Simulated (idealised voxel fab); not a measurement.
process module | voxel gate over fins
cross-section cut | 175 nm wide | cells 5 nm
A cross-section is a grid of square cells, given in bands from the top down. A band is one or more rows of cells.
Each band's line starts with the height of the band's top and of its bottom, in nm. Then come its materials from left to right, each with its width in nm. One material with "throughout" fills the band from edge to edge. "air" is empty space.
Height 0 is the level under which the wafer as received is all one material. The lowest band goes on downwards, as in "0 down".
A width such as "30 to 40" changes by the same amount from each row of cells to the next, from the band's top row to its bottom row.
"no change" after a step means that no cell of the cross-section changed.
closed voids: empty space of 8 cells or more with no open way to the top, each as width x height at its distance from the left edge, in nm
after a step's settings: what the simulator itself notes on the step
overlay nm, on a step with a mask: how far to the right of its planned place the mask lay; to the left if negative
plan
1 op RECEIVE | material Si
2 op CONFORMAL_DEP | material SiN | thk nm 10
3 op PATTERN | tone cover | mask id FINS | material resist | width nm 15 | pitch nm 35 | thk nm 20 | overlay nm 0
4 op DIRECTIONAL_ETCH | etch materials SiN | depth nm 10
5 op DIRECTIONAL_ETCH | etch materials Si | depth nm 30
6 op STRIP | etch materials resist
7 op OXIDIZE | depth nm 5
8 op FILL_DEP | material SiO2 | thk nm 15
9 op CMP | height nm 10
10 op SELECTIVE_ETCH | etch materials SiO2 | depth nm 25
11 op STRIP | etch materials SiN
12 op CONFORMAL_DEP | material HfO2 | thk nm 5
13 op CONFORMAL_DEP | material TiN | thk nm 5
14 op CONFORMAL_DEP | material TiAl | thk nm 5
15 op CONFORMAL_DEP | material TiN | thk nm 5
16 op FILL_DEP | material W | thk nm 15
17 op CMP | height nm 30
18 op CONFORMAL_DEP | material SiCN | thk nm 10
as received, after step 1
  0 down: Si throughout
  closed voids: none
a wafer at the end: this start, this plan, one mistake
  40 to 30: SiCN throughout
  30 to 20: W throughout
  20 to 15: W 30 | TiN 120 | W 25
  15 to 10: W 30 | TiN 5 | TiAl 110 | TiN 5 | W 25
  10 to 5: W 30 | TiN 5 | TiAl 5 | TiN 30 | TiAl 5 | TiN 30 | TiAl 5 | TiN 30 | TiAl 5 | TiN 5 | W 25
  5 to 0: TiN 35 | TiAl 5 | TiN 5 | HfO2 20 | TiN 5 | TiAl 5 | TiN 5 | HfO2 20 | TiN 5 | TiAl 5 | TiN 5 | HfO2 20 | TiN 5 | TiAl 5 | TiN 30
  0 to -5: TiAl 40 | TiN 5 | HfO2 5 | Si 10 | HfO2 5 | TiN 5 | TiAl 5 | TiN 5 | HfO2 5 | Si 10 | HfO2 5 | TiN 5 | TiAl 5 | TiN 5 | HfO2 5 | Si 10 | HfO2 5 | TiN 5 | TiAl 35
  -5 to -10: TiN 45 | HfO2 5 | Si 10 | HfO2 5 | TiN 15 | HfO2 5 | Si 10 | HfO2 5 | TiN 15 | HfO2 5 | Si 10 | HfO2 5 | TiN 40
  -10 to -15: HfO2 50 | Si 10 | HfO2 25 | Si 10 | HfO2 25 | Si 10 | HfO2 45
  -15 to -35: SiO2 50 | Si 10 | SiO2 25 | Si 10 | SiO2 25 | Si 10 | SiO2 45
  -35 down: Si throughout
  closed voids: none
what went wrong: step 3 ran as: op PATTERN | tone cover | mask id FINS | material resist | width nm 20 | pitch nm 35 | thk nm 20 | overlay nm 0
